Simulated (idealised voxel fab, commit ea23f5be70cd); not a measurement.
This section sets out a process module, namely voxel self aligned contacts.
cross-section cut | 205 nm wide | cells 5 nm
A cross-section is a grid of square cells, given in bands from the top down. A band is one or more rows of cells.
Heights first: top, then bottom, in nm. Then materials, left to right, each with a width in nm. "full width" on a single material: fills the band edge to edge. "empty": empty space.
All heights in this document are referenced to 0, defined as the level beneath which the wafer, as received, consists entirely of one material. The lowest band is not bounded below; it extends indefinitely downward and is written in the form "z 0 and below".
A width such as "30..40" changes by the same amount from each row of cells to the next, from the band's top row to its bottom row.
No cell of the cross-section changed in a step that is given as "nothing changed".
Any empty space of 8 cells or more lacking an open way to the top shows up in "Catalogued sealed voids" as width x height at distance, distance from the left edge, in nm.
Text after the settings on a step's line: the simulator's own remark on that step.
"overlay nm" on a masked step: distance the mask lay right of its planned place, negative for left.

-- List of planned process steps
- 1: RECEIVE with material Si
- 2: CONFORMAL_DEP with material SiO2, thk nm 5
- 3: DIRECTIONAL_DEP with material polySi, thk nm 20
- 4: DIRECTIONAL_DEP with material SiN, thk nm 15
- 5: MASKED_ETCH with tone cover, mask id GATE, width nm 30, pitch nm 65, etch materials SiN, depth nm 15, overlay nm 0
- 6: MASKED_ETCH with tone cover, mask id GATE, width nm 30, pitch nm 65, etch materials polySi, depth nm 20, overlay nm 0
- 7: CONFORMAL_DEP with material SiN, thk nm 5
- 8: DIRECTIONAL_ETCH with etch materials SiN, depth nm 5
- 9: FILL_DEP with material SiO2, thk nm 20
- 10: CMP with height nm 50
- 11: DIRECTIONAL_DEP with material aC, thk nm 5
- 12: PATTERN with tone open, mask id CONTACT, material resist, width nm 45, thk nm 25, overlay nm 0
- 13: DIRECTIONAL_ETCH with etch materials aC, depth nm 10
- 14: STRIP with etch materials resist
- 15: DIRECTIONAL_ETCH with etch materials SiO2, depth nm 50
- 16: STRIP with etch materials aC
- 17: CONFORMAL_DEP with material TiN, thk nm 5
- 18: FILL_DEP with material W, thk nm 10
- 19: CMP with height nm 50
- 20: CONFORMAL_DEP with material SiN, thk nm 5
Every wafer here starts from the same state; it is the step 11 thk nm that distinguishes them, and the value the plan gives belongs to the first wafer.

-- First wafer of several, as received: cross-section after step 1
- z 0 and below: Si full width
- Catalogued sealed voids: none

-- The cross-section of the first of several wafers is given below for the end of the module, after its final step, step 20
- z 55 to 50: SiN full width
- z 50 to 40: SiO2 80, then TiN 5..15, then W 35..15, then TiN 5..15, then SiO2 80
- z 40 to 25: SiO2 50, then SiN 40, then TiN 5, then W 15, then TiN 5, then SiN 40, then SiO2 50
- z 25 to 5: SiO2 50, then SiN 5, then polySi 30, then SiN 5, then TiN 5, then W 15, then TiN 5, then SiN 5, then polySi 30, then SiN 5, then SiO2 50
- z 5 to 0: SiO2 90, then TiN 25, then SiO2 90
- z 0 and below: Si full width
- Catalogued sealed voids: none

-- Wafer cross-section (last wafer, module end)
- z 55 to 50: SiN full width
- z 50 to 40: SiO2 full width
- z 40 to 25: SiO2 50, then SiN 40, then SiO2 25, then SiN 40, then SiO2 50
- z 25 to 5: SiO2 50, then SiN 5, then polySi 30, then SiN 5, then SiO2 25, then SiN 5, then polySi 30, then SiN 5, then SiO2 50
- z 5 to 0: SiO2 full width
- z 0 and below: Si full width
- Catalogued sealed voids: none

-- Heads up, this table goes wafer by wafer. A row tells you, at the end of the module, how many cells of each material that wafer has put on (+) or dropped (-) since it was received, and then its closed voids
thk nm 5, +105 SiN, +240 SiO2, +27 TiN, +31 W, +48 polySi, Catalogued sealed voids: none
thk nm 10, +105 SiN, +240 SiO2, +27 TiN, +31 W, +48 polySi, Catalogued sealed voids: none
thk nm 15, +105 SiN, +298 SiO2, +48 polySi, Catalogued sealed voids: none
thk nm 20, +105 SiN, +298 SiO2, +48 polySi, Catalogued sealed voids: none
thk nm 25, +105 SiN, +298 SiO2, +48 polySi, Catalogued sealed voids: none
